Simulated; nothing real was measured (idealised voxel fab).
The document below concerns the process module designated voxel transistor to metal.
It is cross-section cut that appears here, measuring 215 nm in width, its square cells being 5 nm in size.
In what follows, cross-sections appear as grids of square cells, described through bands that run from the top down, where every band is one or more rows of cells.
Heads up on the band format: heights come first, top then bottom, in nm. After that it's the materials left to right, each with its width in nm. A single material flagged "throughout" fills the whole band edge to edge, and "empty" means there's empty space there.
Below 0: as-received wafer, all one material; heights counted from there. Lowest band: no bottom, goes on down, written "0 down".
With a width like "30 to 40", each row of cells in the band differs from the next by the same amount, the top row carrying the first number and the bottom row the second.
A step reported as "changes: none" is a step in which no cell of the cross-section changed.
In "Enclosed cavities" the enclosed voids are listed, meaning empty spaces of 8 cells or larger without any opening to the top. The form is width x height at distance, distance from the left edge, units nm.
Note: text after step settings on the step line = simulator remark on that step.
overlay nm: right-of-plan distance of the mask on a masked step; negative values mean left-of-plan.
Structure of the following material. The material consists of pairs of cross-sections. Each pair comprises the cross-section before one process step and the cross-section after that step, the latter shown only down to the lowest band that changed. The step between the cross-sections is specified beneath each pair, including its settings. Pairs are not necessarily consecutive: they may derive from different runs of this module performed on the same starting wafer. Continuity with the pair above is to be assumed only where the entry headed "Pre-process" of the pair in question states it.

[Pre-process]
* 70 to 65: lowk throughout
* 65 to 60: 60 of lowk  25 of SiCN  45 of lowk  25 of SiCN  60 of lowk
* 60 to 45: 60 of lowk  5 of SiCN  15 of W  5 of SiCN  45 of lowk  5 of SiCN  15 of W  5 of SiCN  60 of lowk
* 45 to 40: 65 of SiCN  15 of TiN  55 of SiCN  15 of TiN  65 of SiCN
* 40 to 25: 65 of SiO2  5 of TiN  5 of Ru  5 of TiN  55 of SiO2  5 of TiN  5 of Ru  5 of TiN  65 of SiO2
* 25 to 5: 65 of SiO2  5 of TiN  5 of Ru  5 of TiN  20 of SiO2  5 of SiN  5 of HfO2  5 of TiN  5 of W  5 of TiN  5 of HfO2  5 of SiN  5 of TiN  5 of Ru  5 of TiN  65 of SiO2
* 5 to 0: 65 of SiO2  15 of TiN  20 of SiO2  5 of SiN  5 of HfO2  15 of TiN  5 of HfO2  5 of SiN  15 of TiN  65 of SiO2
* 0 to -5: 50 of SiO2  50 of pSi  35 of HfO2  30 of pSi  50 of SiO2
* -5 to -20: 55 of SiO2  105 of Si  55 of SiO2
* -20 down: Si throughout
* Enclosed cavities: none

[Cross-Section Thereafter]
* 60 to 45: 60 of lowk  5 of SiCN  15 of W  5 of SiCN  45 of lowk  5 of SiCN  15 of W  5 of SiCN  60 of lowk
* No changes below 45.
* Enclosed cavities: none
It is this step that lies between the two cross-sections above: CMP [height nm 60]

Pre-process: this step begins from the cross-section that the pair just above shows after its step.

[Cross-Section Thereafter]
* 65 to 60: SiN throughout
* No changes below 60.
* Enclosed cavities: none
It is this step that lies between the two cross-sections above: CONFORMAL_DEP [material SiN] [thk nm 5]

[Pre-process]
* 30 to 25: 90 of empty  5 of SiN  25 of empty  5 of SiN  90 of empty
* 25 to 0: 90 of SiO2  5 of SiN  25 of empty  5 of SiN  90 of SiO2
* 0 to -5: 50 of SiO2  40 of pSi  35 of empty  40 of pSi  50 of SiO2
* -5 to -20: 55 of SiO2  105 of Si  55 of SiO2
* -20 down: Si throughout
* Enclosed cavities: none

[Cross-Section Thereafter]
* 35 to 30: 85 of empty  15 of Ru  15 of empty  15 of Ru  85 of empty
* 30 to 25: 90 of Ru  5 of SiN  5 of Ru  15 of empty  5 of Ru  5 of SiN  90 of Ru
* 25 to 0: 90 of SiO2  5 of SiN  5 of Ru  15 of empty  5 of Ru  5 of SiN  90 of SiO2
* 0 to -5: 50 of SiO2  40 of pSi  35 of Ru  40 of pSi  50 of SiO2
* No changes below -5.
* Enclosed cavities: none
It is this step that lies between the two cross-sections above: CONFORMAL_DEP [material Ru] [thk nm 5]

Pre-process: this step begins from the cross-section that the pair just above shows after its step.

[Cross-Section Thereafter]
* 40 to 35: 80 of empty  25 of TiN  5 of empty  25 of TiN  80 of empty
* 35 to 30: 85 of TiN  15 of Ru  5 of TiN  5 of empty  5 of TiN  15 of Ru  85 of TiN
* 30 to 25: 90 of Ru  5 of SiN  5 of Ru  5 of TiN  5 of empty  5 of TiN  5 of Ru  5 of SiN  90 of Ru
* 25 to 5: 90 of SiO2  5 of SiN  5 of Ru  5 of TiN  5 of empty  5 of TiN  5 of Ru  5 of SiN  90 of SiO2
* 5 to 0: 90 of SiO2  5 of SiN  5 of Ru  15 of TiN  5 of Ru  5 of SiN  90 of SiO2
* No changes below 0.
* Enclosed cavities: none
It is this step that lies between the two cross-sections above: CONFORMAL_DEP [material TiN] [thk nm 5]

Pre-process: this step begins from the cross-section that the pair just above shows after its step.

[Cross-Section Thereafter]
* 45 to 40: W throughout
* 40 to 35: 80 of W  25 of TiN  5 of W  25 of TiN  80 of W
* 35 to 30: 85 of TiN  15 of Ru  5 of TiN  5 of W  5 of TiN  15 of Ru  85 of TiN
* 30 to 25: 90 of Ru  5 of SiN  5 of Ru  5 of TiN  5 of W  5 of TiN  5 of Ru  5 of SiN  90 of Ru
* 25 to 5: 90 of SiO2  5 of SiN  5 of Ru  5 of TiN  5 of W  5 of TiN  5 of Ru  5 of SiN  90 of SiO2
* No changes below 5.
* Enclosed cavities: none
It is this step that lies between the two cross-sections above: FILL_DEP [material W] [thk nm 5]

Pre-process: this step begins from the cross-section that the pair just above shows after its step.

[Cross-Section Thereafter]
* 25 to 5: 90 of SiO2  5 of SiN  5 of Ru  5 of TiN  5 of W  5 of TiN  5 of Ru  5 of SiN  90 of SiO2
* No changes below 5.
* Enclosed cavities: none
It is this step that lies between the two cross-sections above: CMP [height nm 25]

Pre-process: this step begins from the cross-section that the pair just above shows after its step.

[Cross-Section Thereafter]
* 40 to 25: SiO2 throughout
* No changes below 25.
* Enclosed cavities: none
It is this step that lies between the two cross-sections above: DIRECTIONAL_DEP [material SiO2] [thk nm 15]

Pre-process: this step begins from the cross-section that the pair just above shows after its step.

[Cross-Section Thereafter]
* 55 to 40: 65 of resist  15 of empty  55 of resist  15 of empty  65 of resist
* No changes below 40.
* Enclosed cavities: none
It is this step that lies between the two cross-sections above: PATTERN [tone open] [mask id CONTACT] [material resist] [width nm 15] [pitch nm 70] [thk nm 15] [overlay nm 0]

Pre-process: this step begins from the cross-section that the pair just above shows after its step.

[Cross-Section Thereafter]
* 55 to 40: 65 of resist  15 of empty  55 of resist  15 of empty  65 of resist
* 40 to 25: 65 of SiO2  15 of empty  55 of SiO2  15 of empty  65 of SiO2
* 25 to 5: 65 of SiO2  15 of empty  10 of SiO2  5 of SiN  5 of Ru  5 of TiN  5 of W  5 of TiN  5 of Ru  5 of SiN  10 of SiO2  15 of empty  65 of SiO2
* 5 to 0: 65 of SiO2  15 of empty  10 of SiO2  5 of SiN  5 of Ru  15 of TiN  5 of Ru  5 of SiN  10 of SiO2  15 of empty  65 of SiO2
* No changes below 0.
* Enclosed cavities: none
It is this step that lies between the two cross-sections above: DIRECTIONAL_ETCH [etch materials SiO2] [depth nm 40]

Pre-process: this step begins from the cross-section that the pair just above shows after its step.

[Cross-Section Thereafter]
* 40 to 25: 65 of SiO2  15 of empty  55 of SiO2  15 of empty  65 of SiO2
* No changes below 25.
* Enclosed cavities: none
It is this step that lies between the two cross-sections above: STRIP [etch materials resist]

Pre-process: this step begins from the cross-section that the pair just above shows after its step.

[Cross-Section Thereafter]
* 45 to 40: 70 of TiN  5 of empty  65 of TiN  5 of empty  70 of TiN
* 40 to 25: 65 of SiO2  5 of TiN  5 of empty  5 of TiN  55 of SiO2  5 of TiN  5 of empty  5 of TiN  65 of SiO2
* 25 to 5: 65 of SiO2  5 of TiN  5 of empty  5 of TiN  10 of SiO2  5 of SiN  5 of Ru  5 of TiN  5 of W  5 of TiN  5 of Ru  5 of SiN  10 of SiO2  5 of TiN  5 of empty  5 of TiN  65 of SiO2
* 5 to 0: 65 of SiO2  15 of TiN  10 of SiO2  5 of SiN  5 of Ru  15 of TiN  5 of Ru  5 of SiN  10 of SiO2  15 of TiN  65 of SiO2
* No changes below 0.
* Enclosed cavities: none
It is this step that lies between the two cross-sections above: CONFORMAL_DEP [material TiN] [thk nm 5]

Pre-process: this step begins from the cross-section that the pair just above shows after its step.

[Cross-Section Thereafter]
* 50 to 45: Ru throughout
* 45 to 40: 70 of TiN  5 of Ru  65 of TiN  5 of Ru  70 of TiN
* 40 to 25: 65 of SiO2  5 of TiN  5 of Ru  5 of TiN  55 of SiO2  5 of TiN  5 of Ru  5 of TiN  65 of SiO2
* 25 to 5: 65 of SiO2  5 of TiN  5 of Ru  5 of TiN  10 of SiO2  5 of SiN  5 of Ru  5 of TiN  5 of W  5 of TiN  5 of Ru  5 of SiN  10 of SiO2  5 of TiN  5 of Ru  5 of TiN  65 of SiO2
* No changes below 5.
* Enclosed cavities: none
It is this step that lies between the two cross-sections above: FILL_DEP [material Ru] [thk nm 5]

Pre-process: this step begins from the cross-section that the pair just above shows after its step.

[Cross-Section Thereafter]
* 40 to 25: 65 of SiO2  5 of TiN  5 of Ru  5 of TiN  55 of SiO2  5 of TiN  5 of Ru  5 of TiN  65 of SiO2
* No changes below 25.
* Enclosed cavities: none
It is this step that lies between the two cross-sections above: CMP [height nm 40]

Pre-process: this step begins from the cross-section that the pair just above shows after its step.

[Cross-Section Thereafter]
* 45 to 40: TiN throughout
* No changes below 40.
* Enclosed cavities: none
It is this step that lies between the two cross-sections above: DIRECTIONAL_DEP [material TiN] [thk nm 5]

Pre-process: this step begins from the cross-section that the pair just above shows after its step.

[Cross-Section Thereafter]
* 60 to 45: W throughout
* No changes below 45.
* Enclosed cavities: none
It is this step that lies between the two cross-sections above: DIRECTIONAL_DEP [material W] [thk nm 15]

Pre-process: this step begins from the cross-section that the pair just above shows after its step.

[Cross-Section Thereafter]
* 75 to 60: aC throughout
* No changes below 60.
* Enclosed cavities: none
It is this step that lies between the two cross-sections above: DIRECTIONAL_DEP [material aC] [thk nm 15]

Pre-process: this step begins from the cross-section that the pair just above shows after its step.

[Cross-Section Thereafter]
* 110 to 75: 65 of empty  15 of resist  55 of empty  15 of resist  65 of empty
* No changes below 75.
* Enclosed cavities: none
It is this step that lies between the two cross-sections above: PATTERN [tone cover] [mask id METAL_1] [material resist] [width nm 15] [pitch nm 70] [thk nm 35] [overlay nm 0]

Pre-process: this step begins from the cross-section that the pair just above shows after its step.

[Cross-Section Thereafter]
* 95 to 75: 65 of empty  15 of resist  55 of empty  15 of resist  65 of empty
* 75 to 60: 65 of empty  15 of aC  55 of empty  15 of aC  65 of empty
* No changes below 60.
* Enclosed cavities: none
It is this step that lies between the two cross-sections above: DIRECTIONAL_ETCH [etch materials aC] [depth nm 15]

Pre-process: this step begins from the cross-section that the pair just above shows after its step.

[Cross-Section Thereafter]
* 75 to 60: 65 of empty  15 of aC  55 of empty  15 of aC  65 of empty
* No changes below 60.
* Enclosed cavities: none
It is this step that lies between the two cross-sections above: STRIP [etch materials resist]

Pre-process: this step begins from the cross-section that the pair just above shows after its step.

[Cross-Section Thereafter]
* 75 to 60: 65 of empty  15 of aC  55 of empty  15 of aC  65 of empty
* 60 to 45: 65 of empty  15 of W  55 of empty  15 of W  65 of empty
* No changes below 45.
* Enclosed cavities: none
It is this step that lies between the two cross-sections above: DIRECTIONAL_ETCH [etch materials W] [depth nm 15]

Pre-process: this step begins from the cross-section that the pair just above shows after its step.

[Cross-Section Thereafter]
* 75 to 60: 65 of empty  15 of aC  55 of empty  15 of aC  65 of empty
* 60 to 45: 65 of empty  15 of W  55 of empty  15 of W  65 of empty
* 45 to 40: 65 of empty  15 of TiN  55 of empty  15 of TiN  65 of empty
* No changes below 40.
* Enclosed cavities: none
It is this step that lies between the two cross-sections above: DIRECTIONAL_ETCH [etch materials TiN] [depth nm 5]

Pre-process: this step begins from the cross-section that the pair just above shows after its step.

[Cross-Section Thereafter]
* 60 to 45: 65 of empty  15 of W  55 of empty  15 of W  65 of empty
* No changes below 45.
* Enclosed cavities: none
It is this step that lies between the two cross-sections above: STRIP [etch materials aC]

Pre-process: this step begins from the cross-section that the pair just above shows after its step.

[Cross-Section Thereafter]
* 65 to 60: 60 of empty  25 of SiCN  45 of empty  25 of SiCN  60 of empty
* 60 to 45: 60 of empty  5 of SiCN  15 of W  5 of SiCN  45 of empty  5 of SiCN  15 of W  5 of SiCN  60 of empty
* 45 to 40: 65 of SiCN  15 of TiN  55 of SiCN  15 of TiN  65 of SiCN
* No changes below 40.
* Enclosed cavities: none
It is this step that lies between the two cross-sections above: CONFORMAL_DEP [material SiCN] [thk nm 5]

Pre-process: this step begins from the cross-section that the pair just above shows after its step.

[Cross-Section Thereafter]
* 70 to 65: lowk throughout
* 65 to 60: 60 of lowk  25 of SiCN  45 of lowk  25 of SiCN  60 of lowk
* 60 to 45: 60 of lowk  5 of SiCN  15 of W  5 of SiCN  45 of lowk  5 of SiCN  15 of W  5 of SiCN  60 of lowk
* No changes below 45.
* Enclosed cavities: none
It is this step that lies between the two cross-sections above: FILL_DEP [material lowk] [thk nm 5]

Pre-process: this step begins from the cross-section that the pair just above shows after its step.

[Cross-Section Thereafter]
* 60 to 45: 60 of lowk  5 of SiCN  15 of W  5 of SiCN  45 of lowk  5 of SiCN  15 of W  5 of SiCN  60 of lowk
* No changes below 45.
* Enclosed cavities: none
It is this step that lies between the two cross-sections above: CMP [height nm 60]

Pre-process: this step begins from the cross-section that the pair just above shows after its step.

[Cross-Section Thereafter]
* 65 to 60: SiN throughout
* No changes below 60.
* Enclosed cavities: none
It is this step that lies between the two cross-sections above: CONFORMAL_DEP [material SiN] [thk nm 5]

[Pre-process]
* 75 to 60: aC throughout
* 60 to 45: W throughout
* 45 to 40: TiN throughout
* 40 to 25: 65 of SiO2  5 of TiN  5 of Ru  5 of TiN  55 of SiO2  5 of TiN  5 of Ru  5 of TiN  65 of SiO2
* 25 to 5: 65 of SiO2  5 of TiN  5 of Ru  5 of TiN  10 of SiO2  5 of SiN  5 of HfO2  5 of TiN  5 of W  5 of TiN  5 of HfO2  5 of SiN  10 of SiO2  5 of TiN  5 of Ru  5 of TiN  65 of SiO2
* 5 to 0: 65 of SiO2  15 of TiN  10 of SiO2  5 of SiN  5 of HfO2  15 of TiN  5 of HfO2  5 of SiN  10 of SiO2  15 of TiN  65 of SiO2
* 0 to -5: 50 of SiO2  40 of pSi  35 of HfO2  40 of pSi  50 of SiO2
* -5 to -20: 55 of SiO2  105 of Si  55 of SiO2
* -20 down: Si throughout
* Enclosed cavities: none

[Cross-Section Thereafter]
* 110 to 75: 65 of resist  15 of empty  55 of resist  15 of empty  65 of resist
* No changes below 75.
* Enclosed cavities: none
It is this step that lies between the two cross-sections above: PATTERN [tone open] [mask id METAL_1] [material resist] [width nm 15] [pitch nm 70] [thk nm 35] [overlay nm 0]

Pre-process: this step begins from the cross-section that the pair just above shows after its step.

[Cross-Section Thereafter]
* 95 to 75: 65 of resist  15 of empty  55 of resist  15 of empty  65 of resist
* 75 to 60: 65 of aC  15 of empty  55 of aC  15 of empty  65 of aC
* No changes below 60.
* Enclosed cavities: none
It is this step that lies between the two cross-sections above: DIRECTIONAL_ETCH [etch materials aC] [depth nm 15]

Pre-process: this step begins from the cross-section that the pair just above shows after its step.

[Cross-Section Thereafter]
* 75 to 60: 65 of aC  15 of empty  55 of aC  15 of empty  65 of aC
* No changes below 60.
* Enclosed cavities: none
It is this step that lies between the two cross-sections above: STRIP [etch materials resist]

Pre-process: this step begins from the cross-section that the pair just above shows after its step.

[Cross-Section Thereafter]
* 75 to 60: 65 of aC  15 of empty  55 of aC  15 of empty  65 of aC
* 60 to 45: 65 of W  15 of empty  55 of W  15 of empty  65 of W
* No changes below 45.
* Enclosed cavities: none
It is this step that lies between the two cross-sections above: DIRECTIONAL_ETCH [etch materials W] [depth nm 15]

Pre-process: this step begins from the cross-section that the pair just above shows after its step.

[Cross-Section Thereafter]
* 75 to 60: 65 of aC  15 of empty  55 of aC  15 of empty  65 of aC
* 60 to 45: 65 of W  15 of empty  55 of W  15 of empty  65 of W
* 45 to 40: 65 of TiN  15 of empty  55 of TiN  15 of empty  65 of TiN
* No changes below 40.
* Enclosed cavities: none
It is this step that lies between the two cross-sections above: DIRECTIONAL_ETCH [etch materials TiN] [depth nm 5]

Pre-process: this step begins from the cross-section that the pair just above shows after its step.

[Cross-Section Thereafter]
* 60 to 45: 65 of W  15 of empty  55 of W  15 of empty  65 of W
* No changes below 45.
* Enclosed cavities: none
It is this step that lies between the two cross-sections above: STRIP [etch materials aC]

Pre-process: this step begins from the cross-section that the pair just above shows after its step.

[Cross-Section Thereafter]
* 65 to 60: 70 of SiCN  5 of empty  65 of SiCN  5 of empty  70 of SiCN
* 60 to 45: 65 of W  5 of SiCN  5 of empty  5 of SiCN  55 of W  5 of SiCN  5 of empty  5 of SiCN  65 of W
* 45 to 40: 65 of TiN  15 of SiCN  55 of TiN  15 of SiCN  65 of TiN
* No changes below 40.
* Enclosed cavities: none
It is this step that lies between the two cross-sections above: CONFORMAL_DEP [material SiCN] [thk nm 5]

Pre-process: this step begins from the cross-section that the pair just above shows after its step.

[Cross-Section Thereafter]
* 70 to 65: lowk throughout
* 65 to 60: 70 of SiCN  5 of lowk  65 of SiCN  5 of lowk  70 of SiCN
* 60 to 45: 65 of W  5 of SiCN  5 of lowk  5 of SiCN  55 of W  5 of SiCN  5 of lowk  5 of SiCN  65 of W
* No changes below 45.
* Enclosed cavities: none
It is this step that lies between the two cross-sections above: FILL_DEP [material lowk] [thk nm 5]

Pre-process: this step begins from the cross-section that the pair just above shows after its step.

[Cross-Section Thereafter]
* 60 to 45: 65 of W  5 of SiCN  5 of lowk  5 of SiCN  55 of W  5 of SiCN  5 of lowk  5 of SiCN  65 of W
* No changes below 45.
* Enclosed cavities: none
It is this step that lies between the two cross-sections above: CMP [height nm 60]

Pre-process: this step begins from the cross-section that the pair just above shows after its step.

[Cross-Section Thereafter]
* 65 to 60: SiN throughout
* No changes below 60.
* Enclosed cavities: none
It is this step that lies between the two cross-sections above: CONFORMAL_DEP [material SiN] [thk nm 5]
